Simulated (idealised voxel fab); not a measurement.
Process module under the name voxel capacitor over wiring
190 nm wide, 5 nm square cells: that's cross-section cut.
Cross-section, as written here: a square-cell grid given band by band from the top down, where a band holds one or more rows of cells.
This entry defines a band. It first specifies the height of the band's top and the height of its bottom in nm, and then specifies the band's materials from left to right, stating each material with its width in nm. The word "all across" identifies a single material that fills the band from edge to edge, while the word "empty" identifies empty space.
Below 0: as-received wafer, all one material; heights counted from there. Lowest band: no bottom, goes on down, written "z 0 and below".
Width "30->40": first value at the band's top row of cells, second value at its bottom row, equal change from row to row.
Where a step carries "all unchanged", the cross-section came out of it unchanged, cell for cell.
In the "Sealed cavities" entry, you get each enclosed empty space of 8 cells or more, one with no open way to the top, written width x height at distance, distance from the left edge, in nm.
Heads up: the bit after the settings on a step's line is the simulator's remark on that step.
overlay nm: on a step with a mask, how far right of its planned place the mask lay; negative means left.

[These are the steps we planned for the process]
| 1 | RECEIVE,material Si |
| 2 | CONFORMAL_DEP,material SiO2,thk nm 10 |
| 3 | CONFORMAL_DEP,material SiCN,thk nm 5 |
| 4 | DIRECTIONAL_DEP,material SiO2,thk nm 20 |
| 5 | MASKED_ETCH,tone open,mask id METAL_1,width nm 25,pitch nm 75,etch materials SiO2,depth nm 20,overlay nm 0 |
| 6 | MASKED_ETCH,tone open,mask id METAL_1,width nm 25,pitch nm 75,etch materials SiCN,depth nm 5,overlay nm 0 |
| 7 | CONFORMAL_DEP,material TiN,thk nm 5 |
| 8 | FILL_DEP,material Ru,thk nm 10 |
| 9 | CMP,height nm 35 |
| 10 | CONFORMAL_DEP,material SiCN,thk nm 5 |
| 11 | DIRECTIONAL_DEP,material SiO2,thk nm 20 |
| 12 | PATTERN,tone open,mask id PLUG_1,material resist,width nm 15,thk nm 15,overlay nm 0 |
| 13 | DIRECTIONAL_ETCH,etch materials SiO2,depth nm 20 |
| 14 | DIRECTIONAL_ETCH,etch materials SiCN,depth nm 5 |
| 15 | STRIP,etch materials resist |
| 16 | EPI,material Ru,thk nm 10 |
| 17 | EPI,material Ru,thk nm 10 |
| 18 | EPI,material Ru,thk nm 5 |
| 19 | DIRECTIONAL_DEP,material TiN,thk nm 5 |
| 20 | DIRECTIONAL_DEP,material SiN,thk nm 5 |
| 21 | DIRECTIONAL_DEP,material TiN,thk nm 10 |
| 22 | DIRECTIONAL_DEP,material aC,thk nm 10 |
| 23 | PATTERN,tone cover,mask id UPPER_PLATE,material resist,width nm 55,thk nm 30,overlay nm 0 |
| 24 | DIRECTIONAL_ETCH,etch materials aC,depth nm 10 |
| 25 | STRIP,etch materials resist |
| 26 | DIRECTIONAL_ETCH,etch materials TiN,depth nm 10 |
| 27 | DIRECTIONAL_ETCH,etch materials SiN,depth nm 5 |
| 28 | STRIP,etch materials aC |
| 29 | DIRECTIONAL_DEP,material aC,thk nm 10 |
| 30 | PATTERN,tone cover,mask id LOWER_PLATE,material resist,width nm 65,thk nm 30,overlay nm 0 |
| 31 | DIRECTIONAL_ETCH,etch materials aC,depth nm 10 |
| 32 | STRIP,etch materials resist |
| 33 | DIRECTIONAL_ETCH,etch materials TiN,depth nm 5 |
| 34 | STRIP,etch materials aC |
| 35 | FILL_DEP,material SiO2,thk nm 20 |
| 36 | CMP,height nm 95 |
| 37 | MASKED_ETCH,tone open,mask id PLUG_2,width nm 15,etch materials SiO2,depth nm 15,overlay nm 0 |
| 38 | CONFORMAL_DEP,material TiN,thk nm 5 |
| 39 | FILL_DEP,material Ru,thk nm 5 |
| 40 | CMP,height nm 95 |
| 41 | CONFORMAL_DEP,material SiN,thk nm 5 |

[The first of a set of two wafers, run to plan]

[as received, after step 1]
> z 0 and below = Si all across
> Sealed cavities: none

[Wafer section view after processing step 2]
> z 10 to 0 = SiO2 all across
> Lower than 0, everything is as it was.

[Wafer section view after processing step 3]
> z 15 to 10 = SiCN all across
> Lower than 10, everything is as it was.

[Wafer section view after processing step 4]
> z 35 to 15 = SiO2 all across
> Lower than 15, everything is as it was.

[Wafer section view after processing step 5]
> z 35 to 15 = 45 of SiO2; 25 of empty; 50 of SiO2; 25 of empty; 45 of SiO2
> Lower than 15, everything is as it was.

[Wafer section view after processing step 6]
> z 35 to 15 = 45 of SiO2; 25 of empty; 50 of SiO2; 25 of empty; 45 of SiO2
> z 15 to 10 = 45 of SiCN; 25 of empty; 50 of SiCN; 25 of empty; 45 of SiCN
> Lower than 10, everything is as it was.

[Wafer section view after processing step 7]
> z 40 to 35 = 50 of TiN; 15 of empty; 60 of TiN; 15 of empty; 50 of TiN
> z 35 to 15 = 45 of SiO2; 5 of TiN; 15 of empty; 5 of TiN; 50 of SiO2; 5 of TiN; 15 of empty; 5 of TiN; 45 of SiO2
> z 15 to 10 = 45 of SiCN; 25 of TiN; 50 of SiCN; 25 of TiN; 45 of SiCN
> Lower than 10, everything is as it was.

[Wafer section view after processing step 8]
> z 50 to 40 = Ru all across
> z 40 to 35 = 50 of TiN; 15 of Ru; 60 of TiN; 15 of Ru; 50 of TiN
> z 35 to 15 = 45 of SiO2; 5 of TiN; 15 of Ru; 5 of TiN; 50 of SiO2; 5 of TiN; 15 of Ru; 5 of TiN; 45 of SiO2
> Lower than 15, everything is as it was.

[Wafer section view after processing step 9]
> z 35 to 15 = 45 of SiO2; 5 of TiN; 15 of Ru; 5 of TiN; 50 of SiO2; 5 of TiN; 15 of Ru; 5 of TiN; 45 of SiO2
> Lower than 15, everything is as it was.

[Wafer section view after processing step 10]
> z 40 to 35 = SiCN all across
> Lower than 35, everything is as it was.

[Wafer section view after processing step 11]
> z 60 to 40 = SiO2 all across
> Lower than 40, everything is as it was.

[Wafer section view after processing step 12]
> z 75 to 60 = 55 of resist; 15 of empty; 120 of resist
> Lower than 60, everything is as it was.

[Wafer section view after processing step 13]
> z 75 to 60 = 55 of resist; 15 of empty; 120 of resist
> z 60 to 40 = 55 of SiO2; 15 of empty; 120 of SiO2
> Lower than 40, everything is as it was.

[Wafer section view after processing step 14]
> z 75 to 60 = 55 of resist; 15 of empty; 120 of resist
> z 60 to 40 = 55 of SiO2; 15 of empty; 120 of SiO2
> z 40 to 35 = 55 of SiCN; 15 of empty; 120 of SiCN
> Lower than 35, everything is as it was.

[Wafer section view after processing step 15]
> z 60 to 40 = 55 of SiO2; 15 of empty; 120 of SiO2
> Lower than 40, everything is as it was.

[Wafer section view after processing step 16]
> z 60 to 45 = 55 of SiO2; 15 of empty; 120 of SiO2
> z 45 to 40 = 55 of SiO2; 15 of Ru; 120 of SiO2
> z 40 to 35 = 55 of SiCN; 15 of Ru; 120 of SiCN
> Lower than 35, everything is as it was.

[Wafer section view after processing step 17]
> z 60 to 55 = 55 of SiO2; 15 of empty; 120 of SiO2
> z 55 to 40 = 55 of SiO2; 15 of Ru; 120 of SiO2
> Lower than 40, everything is as it was.

[Wafer section view after processing step 18]
> z 60 to 40 = 55 of SiO2; 15 of Ru; 120 of SiO2
> Lower than 40, everything is as it was.

[Wafer section view after processing step 19]
> z 65 to 60 = TiN all across
> Lower than 60, everything is as it was.

[Wafer section view after processing step 20]
> z 70 to 65 = SiN all across
> Lower than 65, everything is as it was.

[Wafer section view after processing step 21]
> z 80 to 70 = TiN all across
> Lower than 70, everything is as it was.

[Wafer section view after processing step 22]
> z 90 to 80 = aC all across
> Lower than 80, everything is as it was.

[Wafer section view after processing step 23]
> z 120 to 90 = 55 of empty; 55 of resist; 80 of empty
> Lower than 90, everything is as it was.

[Wafer section view after processing step 24]
> z 110 to 90 = 55 of empty; 55 of resist; 80 of empty
> z 90 to 80 = 55 of empty; 55 of aC; 80 of empty
> Lower than 80, everything is as it was.

[Wafer section view after processing step 25]
> z 90 to 80 = 55 of empty; 55 of aC; 80 of empty
> Lower than 80, everything is as it was.

[Wafer section view after processing step 26]
> z 90 to 80 = 55 of empty; 55 of aC; 80 of empty
> z 80 to 70 = 55 of empty; 55 of TiN; 80 of empty
> Lower than 70, everything is as it was.

[Wafer section view after processing step 27]
> z 90 to 80 = 55 of empty; 55 of aC; 80 of empty
> z 80 to 70 = 55 of empty; 55 of TiN; 80 of empty
> z 70 to 65 = 55 of empty; 55 of SiN; 80 of empty
> Lower than 65, everything is as it was.

[Wafer section view after processing step 28]
> z 80 to 70 = 55 of empty; 55 of TiN; 80 of empty
> Lower than 70, everything is as it was.

[Wafer section view after processing step 29]
> z 90 to 80 = 55 of empty; 55 of aC; 80 of empty
> z 80 to 75 = 55 of empty; 55 of TiN; 80 of empty
> z 75 to 70 = 55 of aC; 55 of TiN; 80 of aC
> z 70 to 65 = 55 of aC; 55 of SiN; 80 of aC
> Lower than 65, everything is as it was.

[Wafer section view after processing step 30]
> z 120 to 90 = 50 of empty; 65 of resist; 75 of empty
> z 90 to 80 = 50 of empty; 5 of resist; 55 of aC; 5 of resist; 75 of empty
> z 80 to 75 = 50 of empty; 5 of resist; 55 of TiN; 5 of resist; 75 of empty
> Lower than 75, everything is as it was.

[Wafer section view after processing step 31]
> z 110 to 90 = 50 of empty; 65 of resist; 75 of empty
> z 90 to 80 = 50 of empty; 5 of resist; 55 of aC; 5 of resist; 75 of empty
> z 80 to 75 = 50 of empty; 5 of resist; 55 of TiN; 5 of resist; 75 of empty
> z 75 to 70 = 50 of empty; 5 of aC; 55 of TiN; 5 of aC; 75 of empty
> z 70 to 65 = 50 of empty; 5 of aC; 55 of SiN; 5 of aC; 75 of empty
> Lower than 65, everything is as it was.

[Wafer section view after processing step 32]
> z 90 to 80 = 55 of empty; 55 of aC; 80 of empty
> z 80 to 75 = 55 of empty; 55 of TiN; 80 of empty
> Lower than 75, everything is as it was.

[Wafer section view after processing step 33]
> z 90 to 80 = 55 of empty; 55 of aC; 80 of empty
> z 80 to 75 = 55 of empty; 55 of TiN; 80 of empty
> z 75 to 70 = 50 of empty; 5 of aC; 55 of TiN; 5 of aC; 75 of empty
> z 70 to 65 = 50 of empty; 5 of aC; 55 of SiN; 5 of aC; 75 of empty
> z 65 to 60 = 50 of empty; 65 of TiN; 75 of empty
> Lower than 60, everything is as it was.

[Wafer section view after processing step 34]
> z 80 to 70 = 55 of empty; 55 of TiN; 80 of empty
> z 70 to 65 = 55 of empty; 55 of SiN; 80 of empty
> Lower than 65, everything is as it was.

[Wafer section view after processing step 35]
> z 100 to 80 = SiO2 all across
> z 80 to 70 = 55 of SiO2; 55 of TiN; 80 of SiO2
> z 70 to 65 = 55 of SiO2; 55 of SiN; 80 of SiO2
> z 65 to 60 = 50 of SiO2; 65 of TiN; 75 of SiO2
> Lower than 60, everything is as it was.

[Wafer section view after processing step 36]
> z 95 to 80 = SiO2 all across
> Lower than 80, everything is as it was.

[Wafer section view after processing step 37]
> z 95 to 80 = 65 of SiO2; 15 of empty; 110 of SiO2
> Lower than 80, everything is as it was.

[Wafer section view after processing step 38]
> z 100 to 95 = 70 of TiN; 5 of empty; 115 of TiN
> z 95 to 85 = 65 of SiO2; 5 of TiN; 5 of empty; 5 of TiN; 110 of SiO2
> z 85 to 80 = 65 of SiO2; 15 of TiN; 110 of SiO2
> Lower than 80, everything is as it was.

[Wafer section view after processing step 39]
> z 105 to 100 = Ru all across
> z 100 to 95 = 70 of TiN; 5 of Ru; 115 of TiN
> z 95 to 85 = 65 of SiO2; 5 of TiN; 5 of Ru; 5 of TiN; 110 of SiO2
> Lower than 85, everything is as it was.

[Wafer section view after processing step 40]
> z 95 to 85 = 65 of SiO2; 5 of TiN; 5 of Ru; 5 of TiN; 110 of SiO2
> Lower than 85, everything is as it was.

[Wafer section view after processing step 41]
> z 100 to 95 = SiN all across
> Lower than 95, everything is as it was.

[Wafer two. Identical start, identical plan. One mistake in execution. Identical history through step 11]

[Second wafer profile in section, at the moment step 12 of the plan was meant to be complete]
> z 75 to 60 = 55 of empty; 15 of resist; 120 of empty
> Lower than 60, everything is as it was.

[Second wafer profile in section, at the moment step 13 of the plan was meant to be complete]
> z 75 to 60 = 55 of empty; 15 of resist; 120 of empty
> z 60 to 40 = 55 of empty; 15 of SiO2; 120 of empty
> Lower than 40, everything is as it was.

[Second wafer profile in section, at the moment step 14 of the plan was meant to be complete]
> z 75 to 60 = 55 of empty; 15 of resist; 120 of empty
> z 60 to 40 = 55 of empty; 15 of SiO2; 120 of empty
> z 40 to 35 = 55 of empty; 15 of SiCN; 120 of empty
> Lower than 35, everything is as it was.

[Second wafer profile in section, at the moment step 15 of the plan was meant to be complete]
> z 60 to 40 = 55 of empty; 15 of SiO2; 120 of empty
> Lower than 40, everything is as it was.

[Second wafer profile in section, at the moment step 16 of the plan was meant to be complete]
> z 60 to 45 = 55 of empty; 15 of SiO2; 120 of empty
> z 45 to 40 = 35 of empty; 20 of Ru; 15 of SiO2; 40 of empty; 45 of Ru; 35 of empty
> z 40 to 35 = 35 of empty; 20 of Ru; 15 of SiCN; 40 of empty; 45 of Ru; 35 of empty
> Lower than 35, everything is as it was.

[Second wafer profile in section, at the moment step 17 of the plan was meant to be complete]
> z 60 to 55 = 55 of empty; 15 of SiO2; 120 of empty
> z 55 to 40 = 25 of empty; 30 of Ru; 15 of SiO2; 30 of empty; 65 of Ru; 25 of empty
> z 40 to 35 = 25 of empty; 30 of Ru; 15 of SiCN; 30 of empty; 65 of Ru; 25 of empty
> Lower than 35, everything is as it was.

[Second wafer profile in section, at the moment step 18 of the plan was meant to be complete]
> z 60 to 40 = 20 of empty; 35 of Ru; 15 of SiO2; 25 of empty; 75 of Ru; 20 of empty
> z 40 to 35 = 20 of empty; 35 of Ru; 15 of SiCN; 25 of empty; 75 of Ru; 20 of empty
> Lower than 35, everything is as it was.

[Second wafer profile in section, at the moment step 19 of the plan was meant to be complete]
> z 65 to 60 = 20 of empty; 50 of TiN; 25 of empty; 75 of TiN; 20 of empty
> z 60 to 40 = 20 of empty; 35 of Ru; 15 of SiO2; 25 of empty; 75 of Ru; 20 of empty
> z 40 to 35 = 20 of TiN; 35 of Ru; 15 of SiCN; 25 of TiN; 75 of Ru; 20 of TiN
> Lower than 35, everything is as it was.

[Second wafer profile in section, at the moment step 20 of the plan was meant to be complete]
> z 70 to 65 = 20 of empty; 50 of SiN; 25 of empty; 75 of SiN; 20 of empty
> z 65 to 60 = 20 of empty; 50 of TiN; 25 of empty; 75 of TiN; 20 of empty
> z 60 to 45 = 20 of empty; 35 of Ru; 15 of SiO2; 25 of empty; 75 of Ru; 20 of empty
> z 45 to 40 = 20 of SiN; 35 of Ru; 15 of SiO2; 25 of SiN; 75 of Ru; 20 of SiN
> Lower than 40, everything is as it was.

[Second wafer profile in section, at the moment step 21 of the plan was meant to be complete]
> z 80 to 70 = 20 of empty; 50 of TiN; 25 of empty; 75 of TiN; 20 of empty
> z 70 to 65 = 20 of empty; 50 of SiN; 25 of empty; 75 of SiN; 20 of empty
> z 65 to 60 = 20 of empty; 50 of TiN; 25 of empty; 75 of TiN; 20 of empty
> z 60 to 55 = 20 of empty; 35 of Ru; 15 of SiO2; 25 of empty; 75 of Ru; 20 of empty
> z 55 to 45 = 20 of TiN; 35 of Ru; 15 of SiO2; 25 of TiN; 75 of Ru; 20 of TiN
> Lower than 45, everything is as it was.

[Second wafer profile in section, at the moment step 22 of the plan was meant to be complete]
> z 90 to 80 = 20 of empty; 50 of aC; 25 of empty; 75 of aC; 20 of empty
> z 80 to 70 = 20 of empty; 50 of TiN; 25 of empty; 75 of TiN; 20 of empty
> z 70 to 65 = 20 of empty; 50 of SiN; 25 of empty; 75 of SiN; 20 of empty
> z 65 to 60 = 20 of aC; 50 of TiN; 25 of aC; 75 of TiN; 20 of aC
> z 60 to 55 = 20 of aC; 35 of Ru; 15 of SiO2; 25 of aC; 75 of Ru; 20 of aC
> Lower than 55, everything is as it was.

[Second wafer profile in section, at the moment step 23 of the plan was meant to be complete]
> z 120 to 90 = 55 of empty; 55 of resist; 80 of empty
> z 90 to 80 = 20 of empty; 50 of aC; 25 of resist; 75 of aC; 20 of empty
> z 80 to 70 = 20 of empty; 50 of TiN; 25 of resist; 75 of TiN; 20 of empty
> z 70 to 65 = 20 of empty; 50 of SiN; 25 of resist; 75 of SiN; 20 of empty
> Lower than 65, everything is as it was.

[Second wafer profile in section, at the moment step 24 of the plan was meant to be complete]
> z 110 to 90 = 55 of empty; 55 of resist; 80 of empty
> z 90 to 80 = 55 of empty; 15 of aC; 25 of resist; 15 of aC; 80 of empty
> z 80 to 70 = 20 of empty; 50 of TiN; 25 of resist; 75 of TiN; 20 of empty
> z 70 to 65 = 20 of empty; 50 of SiN; 25 of resist; 75 of SiN; 20 of empty
> z 65 to 60 = 20 of empty; 50 of TiN; 25 of aC; 75 of TiN; 20 of empty
> z 60 to 55 = 20 of empty; 35 of Ru; 15 of SiO2; 25 of aC; 75 of Ru; 20 of empty
> Lower than 55, everything is as it was.

[Second wafer profile in section, at the moment step 25 of the plan was meant to be complete]
> z 90 to 80 = 55 of empty; 15 of aC; 25 of empty; 15 of aC; 80 of empty
> z 80 to 70 = 20 of empty; 50 of TiN; 25 of empty; 75 of TiN; 20 of empty
> z 70 to 65 = 20 of empty; 50 of SiN; 25 of empty; 75 of SiN; 20 of empty
> Lower than 65, everything is as it was.

[Second wafer profile in section, at the moment step 26 of the plan was meant to be complete]
> z 90 to 80 = 55 of empty; 15 of aC; 25 of empty; 15 of aC; 80 of empty
> z 80 to 70 = 55 of empty; 15 of TiN; 25 of empty; 15 of TiN; 80 of empty
> z 70 to 65 = 20 of empty; 50 of SiN; 25 of empty; 75 of SiN; 20 of empty
> z 65 to 60 = 20 of empty; 50 of TiN; 25 of aC; 75 of TiN; 20 of empty
> z 60 to 55 = 20 of empty; 35 of Ru; 15 of SiO2; 25 of aC; 75 of Ru; 20 of empty
> z 55 to 45 = 20 of empty; 35 of Ru; 15 of SiO2; 25 of TiN; 75 of Ru; 20 of empty
> Lower than 45, everything is as it was.

[Second wafer profile in section, at the moment step 27 of the plan was meant to be complete]
> z 90 to 80 = 55 of empty; 15 of aC; 25 of empty; 15 of aC; 80 of empty
> z 80 to 70 = 55 of empty; 15 of TiN; 25 of empty; 15 of TiN; 80 of empty
> z 70 to 65 = 55 of empty; 15 of SiN; 25 of empty; 15 of SiN; 80 of empty
> z 65 to 60 = 20 of empty; 50 of TiN; 25 of aC; 75 of TiN; 20 of empty
> z 60 to 55 = 20 of empty; 35 of Ru; 15 of SiO2; 25 of aC; 75 of Ru; 20 of empty
> z 55 to 45 = 20 of empty; 35 of Ru; 15 of SiO2; 25 of TiN; 75 of Ru; 20 of empty
> z 45 to 40 = 20 of empty; 35 of Ru; 15 of SiO2; 25 of SiN; 75 of Ru; 20 of empty
> Lower than 40, everything is as it was.

[Second wafer profile in section, at the moment step 28 of the plan was meant to be complete]
> z 80 to 70 = 55 of empty; 15 of TiN; 25 of empty; 15 of TiN; 80 of empty
> z 70 to 65 = 55 of empty; 15 of SiN; 25 of empty; 15 of SiN; 80 of empty
> z 65 to 60 = 20 of empty; 50 of TiN; 25 of empty; 75 of TiN; 20 of empty
> z 60 to 55 = 20 of empty; 35 of Ru; 15 of SiO2; 25 of empty; 75 of Ru; 20 of empty
> Lower than 55, everything is as it was.

[Second wafer profile in section, at the moment step 29 of the plan was meant to be complete]
> z 90 to 80 = 55 of empty; 15 of aC; 25 of empty; 15 of aC; 80 of empty
> z 80 to 75 = 55 of empty; 15 of TiN; 25 of empty; 15 of TiN; 80 of empty
> z 75 to 70 = 20 of empty; 35 of aC; 15 of TiN; 25 of empty; 15 of TiN; 60 of aC; 20 of empty
> z 70 to 65 = 20 of empty; 35 of aC; 15 of SiN; 25 of empty; 15 of SiN; 60 of aC; 20 of empty
> z 65 to 60 = 20 of empty; 50 of TiN; 25 of aC; 75 of TiN; 20 of empty
> z 60 to 55 = 20 of empty; 35 of Ru; 15 of SiO2; 25 of aC; 75 of Ru; 20 of empty
> z 55 to 50 = 20 of empty; 35 of Ru; 15 of SiO2; 25 of TiN; 75 of Ru; 20 of empty
> z 50 to 45 = 20 of aC; 35 of Ru; 15 of SiO2; 25 of TiN; 75 of Ru; 20 of aC
> z 45 to 40 = 20 of aC; 35 of Ru; 15 of SiO2; 25 of SiN; 75 of Ru; 20 of aC
> Lower than 40, everything is as it was.

[Second wafer profile in section, at the moment step 30 of the plan was meant to be complete]
> z 120 to 90 = 50 of empty; 65 of resist; 75 of empty
> z 90 to 80 = 50 of empty; 5 of resist; 15 of aC; 25 of resist; 15 of aC; 5 of resist; 75 of empty
> z 80 to 75 = 50 of empty; 5 of resist; 15 of TiN; 25 of resist; 15 of TiN; 5 of resist; 75 of empty
> z 75 to 70 = 20 of empty; 35 of aC; 15 of TiN; 25 of resist; 15 of TiN; 60 of aC; 20 of empty
> z 70 to 65 = 20 of empty; 35 of aC; 15 of SiN; 25 of resist; 15 of SiN; 60 of aC; 20 of empty
> Lower than 65, everything is as it was.

[Second wafer profile in section, at the moment step 31 of the plan was meant to be complete]
> z 110 to 90 = 50 of empty; 65 of resist; 75 of empty
> z 90 to 80 = 50 of empty; 5 of resist; 15 of aC; 25 of resist; 15 of aC; 5 of resist; 75 of empty
> z 80 to 75 = 50 of empty; 5 of resist; 15 of TiN; 25 of resist; 15 of TiN; 5 of resist; 75 of empty
> z 75 to 70 = 50 of empty; 5 of aC; 15 of TiN; 25 of resist; 15 of TiN; 5 of aC; 75 of empty
> z 70 to 65 = 50 of empty; 5 of aC; 15 of SiN; 25 of resist; 15 of SiN; 5 of aC; 75 of empty
> z 65 to 60 = 20 of empty; 50 of TiN; 25 of aC; 75 of TiN; 20 of empty
> z 60 to 55 = 20 of empty; 35 of Ru; 15 of SiO2; 25 of aC; 75 of Ru; 20 of empty
> z 55 to 45 = 20 of empty; 35 of Ru; 15 of SiO2; 25 of TiN; 75 of Ru; 20 of empty
> z 45 to 40 = 20 of empty; 35 of Ru; 15 of SiO2; 25 of SiN; 75 of Ru; 20 of empty
> Lower than 40, everything is as it was.

[Second wafer profile in section, at the moment step 32 of the plan was meant to be complete]
> z 90 to 80 = 55 of empty; 15 of aC; 25 of empty; 15 of aC; 80 of empty
> z 80 to 75 = 55 of empty; 15 of TiN; 25 of empty; 15 of TiN; 80 of empty
> z 75 to 70 = 50 of empty; 5 of aC; 15 of TiN; 25 of empty; 15 of TiN; 5 of aC; 75 of empty
> z 70 to 65 = 50 of empty; 5 of aC; 15 of SiN; 25 of empty; 15 of SiN; 5 of aC; 75 of empty
> Lower than 65, everything is as it was.

[Second wafer profile in section, at the moment step 33 of the plan was meant to be complete]
> z 90 to 80 = 55 of empty; 15 of aC; 25 of empty; 15 of aC; 80 of empty
> z 80 to 75 = 55 of empty; 15 of TiN; 25 of empty; 15 of TiN; 80 of empty
> z 75 to 70 = 50 of empty; 5 of aC; 15 of TiN; 25 of empty; 15 of TiN; 5 of aC; 75 of empty
> z 70 to 65 = 50 of empty; 5 of aC; 15 of SiN; 25 of empty; 15 of SiN; 5 of aC; 75 of empty
> z 65 to 60 = 50 of empty; 20 of TiN; 25 of aC; 20 of TiN; 75 of empty
> z 60 to 55 = 20 of empty; 35 of Ru; 15 of SiO2; 25 of aC; 75 of Ru; 20 of empty
> z 55 to 45 = 20 of empty; 35 of Ru; 15 of SiO2; 25 of TiN; 75 of Ru; 20 of empty
> z 45 to 40 = 20 of empty; 35 of Ru; 15 of SiO2; 25 of SiN; 75 of Ru; 20 of empty
> z 40 to 35 = 20 of empty; 35 of Ru; 15 of SiCN; 25 of TiN; 75 of Ru; 20 of empty
> Lower than 35, everything is as it was.

[Second wafer profile in section, at the moment step 34 of the plan was meant to be complete]
> z 80 to 70 = 55 of empty; 15 of TiN; 25 of empty; 15 of TiN; 80 of empty
> z 70 to 65 = 55 of empty; 15 of SiN; 25 of empty; 15 of SiN; 80 of empty
> z 65 to 60 = 50 of empty; 20 of TiN; 25 of empty; 20 of TiN; 75 of empty
> z 60 to 55 = 20 of empty; 35 of Ru; 15 of SiO2; 25 of empty; 75 of Ru; 20 of empty
> Lower than 55, everything is as it was.

[Second wafer profile in section, at the moment step 35 of the plan was meant to be complete]
> z 100 to 80 = SiO2 all across
> z 80 to 70 = 55 of SiO2; 15 of TiN; 25 of SiO2; 15 of TiN; 80 of SiO2
> z 70 to 65 = 55 of SiO2; 15 of SiN; 25 of SiO2; 15 of SiN; 80 of SiO2
> z 65 to 60 = 50 of SiO2; 20 of TiN; 25 of SiO2; 20 of TiN; 75 of SiO2
> z 60 to 55 = 20 of SiO2; 35 of Ru; 40 of SiO2; 75 of Ru; 20 of SiO2
> z 55 to 45 = 20 of SiO2; 35 of Ru; 15 of SiO2; 25 of TiN; 75 of Ru; 20 of SiO2
> z 45 to 40 = 20 of SiO2; 35 of Ru; 15 of SiO2; 25 of SiN; 75 of Ru; 20 of SiO2
> z 40 to 35 = 20 of SiO2; 35 of Ru; 15 of SiCN; 25 of TiN; 75 of Ru; 20 of SiO2
> Lower than 35, everything is as it was.

[Second wafer profile in section, at the moment step 36 of the plan was meant to be complete]
> z 95 to 80 = SiO2 all across
> Lower than 80, everything is as it was.

[Second wafer profile in section, at the moment step 37 of the plan was meant to be complete]
> z 95 to 80 = 65 of SiO2; 15 of empty; 110 of SiO2
> Lower than 80, everything is as it was.

[Second wafer profile in section, at the moment step 38 of the plan was meant to be complete]
> z 100 to 95 = 70 of TiN; 5 of empty; 115 of TiN
> z 95 to 85 = 65 of SiO2; 5 of TiN; 5 of empty; 5 of TiN; 110 of SiO2
> z 85 to 80 = 65 of SiO2; 15 of TiN; 110 of SiO2
> Lower than 80, everything is as it was.

[Second wafer profile in section, at the moment step 39 of the plan was meant to be complete]
> z 105 to 100 = Ru all across
> z 100 to 95 = 70 of TiN; 5 of Ru; 115 of TiN
> z 95 to 85 = 65 of SiO2; 5 of TiN; 5 of Ru; 5 of TiN; 110 of SiO2
> Lower than 85, everything is as it was.

[Second wafer profile in section, at the moment step 40 of the plan was meant to be complete]
> z 95 to 85 = 65 of SiO2; 5 of TiN; 5 of Ru; 5 of TiN; 110 of SiO2
> Lower than 85, everything is as it was.

[Second wafer profile in section, at the moment step 41 of the plan was meant to be complete]
> z 100 to 95 = SiN all across
> Lower than 95, everything is as it was.
What went wrong in running the wafer? rather than as planned, step 12 actually ran as PATTERN,tone cover,mask id PLUG_1,material resist,width nm 15,thk nm 15,overlay nm 0
The second wafer ends with more or fewer cells of some materials than the first, per final count: 95 more of Ru, 32 fewer of SiCN, 63 fewer of SiO2
